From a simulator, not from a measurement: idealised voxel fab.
The following is a process module called voxel wiring stack.
It is cross-section cut that appears here, measuring 300 nm in width, its square cells being 5 nm in size.
If you're reading a cross-section in this doc, picture square cells in a grid; it comes to you as bands, top ones listed first down to the bottom, and a band can be one or more rows of cells.
It is stipulated that each band's entry specify, in nanometres, the height of the top of the band and then that of its bottom, followed by the materials of the band in left-to-right sequence, each together with its width in nanometres. A single material marked by the word "all across" is understood to fill the band from edge to edge; the word "blank" is understood to denote empty space.
All heights in this document are referenced to 0, defined as the level beneath which the wafer, as received, consists entirely of one material. The lowest band is not bounded below; it extends indefinitely downward and is written in the form "0 down".
A width such as "30->40" changes by the same amount from each row of cells to the next, from the band's top row to its bottom row.
Where the words "no change occurred" appear for a step, the cross-section shows no cell changed by that step; every cell remained as before.
"Unvented voids": empty spaces of 8 cells or more with no open way to the top, each given as width x height at distance, distance from the left edge, all in nm.
Text after the settings on a step's line: the simulator's own remark on that step.
The optional step-line setting "overlay nm" applies to steps with a mask and quantifies how far to the right of its planned location the mask lay, a negative value indicating leftward placement.

**Steps planned for the process**
1 RECEIVE [material Si]
2 CONFORMAL_DEP [material SiO2] [thk nm 10]
3 DIRECTIONAL_DEP [material TiN] [thk nm 5]
4 DIRECTIONAL_DEP [material W] [thk nm 20]
5 PATTERN [tone cover] [mask id METAL_1] [material resist] [width nm 30] [pitch nm 60] [thk nm 20] [overlay nm 0]
6 DIRECTIONAL_ETCH [etch materials W] [depth nm 20]
7 DIRECTIONAL_ETCH [etch materials TiN] [depth nm 5]
8 STRIP [etch materials resist]
9 CONFORMAL_DEP [material SiN] [thk nm 5]
10 FILL_DEP [material SiO2] [thk nm 5]
11 CMP [height nm 35]
12 CONFORMAL_DEP [material SiCN] [thk nm 5]
13 DIRECTIONAL_DEP [material SiO2] [thk nm 30]
14 MASKED_ETCH [tone open] [mask id METAL_2_HOLES] [width nm 15] [pitch nm 60] [etch materials SiO2] [depth nm 30] [overlay nm 0]
15 PATTERN [tone open] [mask id METAL_2] [material resist] [width nm 30] [pitch nm 60] [thk nm 15] [overlay nm 0]
16 DIRECTIONAL_ETCH [etch materials SiO2] [depth nm 15]
17 DIRECTIONAL_ETCH [etch materials SiCN] [depth nm 5]
18 STRIP [etch materials resist]
19 CONFORMAL_DEP [material TiN] [thk nm 5]
20 FILL_DEP [material Cu] [thk nm 10]
21 CMP [height nm 70]
22 CONFORMAL_DEP [material SiCN] [thk nm 5]

**Cross-section of the wafer upon arrival, representing the state reached after step 1**
0 down | Si all across
Unvented voids: none

**Final cross-section, module run with one mistake (start and plan as above)**
75 to 70 | SiCN all across
70 to 60 | SiO2 75 nm, TiN 5 nm, Cu 20 nm, TiN 5 nm, SiO2 30 nm, TiN 5 nm, Cu 20 nm, TiN 5 nm, SiO2 30 nm, TiN 5 nm, Cu 20 nm, TiN 5 nm, SiO2 75 nm
60 to 55 | SiO2 75 nm, TiN 5 nm, Cu 5 nm, TiN 20 nm, SiO2 30 nm, TiN 5 nm, Cu 5 nm, TiN 20 nm, SiO2 30 nm, TiN 5 nm, Cu 5 nm, TiN 20 nm, SiO2 75 nm
55 to 40 | SiO2 75 nm, TiN 5 nm, Cu 5 nm, TiN 5 nm, SiO2 45 nm, TiN 5 nm, Cu 5 nm, TiN 5 nm, SiO2 45 nm, TiN 5 nm, Cu 5 nm, TiN 5 nm, SiO2 90 nm
40 to 35 | SiCN 75 nm, TiN 15 nm, SiCN 45 nm, TiN 15 nm, SiCN 45 nm, TiN 15 nm, SiCN 90 nm
35 to 15 | SiO2 65 nm, SiN 5 nm, W 40 nm, SiN 5 nm, SiO2 10 nm, SiN 5 nm, W 40 nm, SiN 5 nm, SiO2 10 nm, SiN 5 nm, W 40 nm, SiN 5 nm, SiO2 65 nm
15 to 10 | SiN 70 nm, TiN 40 nm, SiN 20 nm, TiN 40 nm, SiN 20 nm, TiN 40 nm, SiN 70 nm
10 to 0 | SiO2 all across
0 down | Si all across
Unvented voids: none
What went wrong in running the wafer? step 5 off recipe, ran as PATTERN [tone cover] [mask id METAL_1] [material resist] [width nm 40] [pitch nm 60] [thk nm 20] [overlay nm 0]
